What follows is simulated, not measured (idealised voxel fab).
Process module heading - voxel gate over fins
This is section cut - it's 145 nm across, gridded in 5 nm square cells.
Cross-section = grid of square cells, listed top down in bands; band = one or more rows. Quick guide to a band line: top height, bottom height (nm) up front; then every material left to right with its width in nm. Only one material and it's marked "full width"? Then it fills the band edge to edge. And "blank" just means empty space. Basically, 0 is our baseline, since under it the wafer straight out of the box is all one material. The bottom band has no lower end and keeps on going down, so it looks like "top 0, no bottom". Think of "30->40" as a width that walks from the first number to the second as you go down the band, top row to bottom row, taking equal-sized steps from row to row. Where a step carries "no alteration", the cross-section came out of it unchanged, cell for cell. Voids not open to the top, 8 cells minimum: see "Enclosed void list". Written width x height at distance; distance is from the left edge; nm. That trailing text on a step's line, after the settings, is the simulator's own remark on the step. If you see "overlay nm" on a step's line and that step has a mask, it's telling you how far right of where it was planned the mask ended up; a negative number means it went left instead.
# The planned process steps are enumerated hereunder
step 1: RECEIVE | material Si
step 2: CONFORMAL_DEP | material SiN | thk nm 5
step 3: MASKED_ETCH | tone cover | mask id FINS | width nm 15 | pitch nm 35 | etch materials SiN | depth nm 5 | overlay nm 0
step 4: MASKED_ETCH | tone cover | mask id FINS | width nm 15 | pitch nm 35 | etch materials Si | depth nm 30 | overlay nm 0
step 5: FILL_DEP | material SiO2 | thk nm 10
step 6: CMP | height nm 5
step 7: SELECTIVE_ETCH | etch materials SiO2 | depth nm 20
step 8: STRIP | etch materials SiN
step 9: CONFORMAL_DEP | material HfO2 | thk nm 5
step 10: CONFORMAL_DEP | material TiN | thk nm 5
step 11: CONFORMAL_DEP | material TiAl | thk nm 5
step 12: CONFORMAL_DEP | material TiN | thk nm 5
step 13: FILL_DEP | material W | thk nm 10
step 14: CMP | height nm 25
step 15: CONFORMAL_DEP | material SiN | thk nm 5
# As-received wafer cross-section (after step 1)
- top 0, no bottom | Si full width
- Enclosed void list: none
# Figure: cross-sectional view of the wafer upon completion of the module, processed from the initial state and according to the plan depicted above, with one error introduced during execution
- top 30, bottom 25 | SiN full width
- top 25, bottom 20 | W full width
- top 20, bottom 15 | W 25, then TiN 90, then W 30
- top 15, bottom 10 | W 25, then TiN 5, then TiAl 80, then TiN 5, then W 30
- top 10, bottom 5 | W 25, then TiN 5, then TiAl 5, then TiN 70, then TiAl 5, then TiN 5, then W 30
- top 5, bottom 0 | TiN 30, then TiAl 5, then TiN 5, then HfO2 25, then TiN 10, then HfO2 25, then TiN 5, then TiAl 5, then TiN 35
- top 0, bottom -5 | TiAl 35, then TiN 5, then HfO2 5, then Si 15, then HfO2 5, then TiN 10, then HfO2 5, then Si 15, then HfO2 5, then TiN 5, then TiAl 40
- top -5, bottom -10 | TiN 40, then HfO2 5, then Si 15, then HfO2 5, then TiN 10, then HfO2 5, then Si 15, then HfO2 5, then TiN 45
- top -10, bottom -15 | HfO2 45, then Si 15, then HfO2 20, then Si 15, then HfO2 50
- top -15, bottom -60 | SiO2 45, then Si 15, then SiO2 20, then Si 15, then SiO2 50
- top -60, no bottom | Si full width
- Enclosed void list: none
Run error: execution of plan step 4 occurred twice
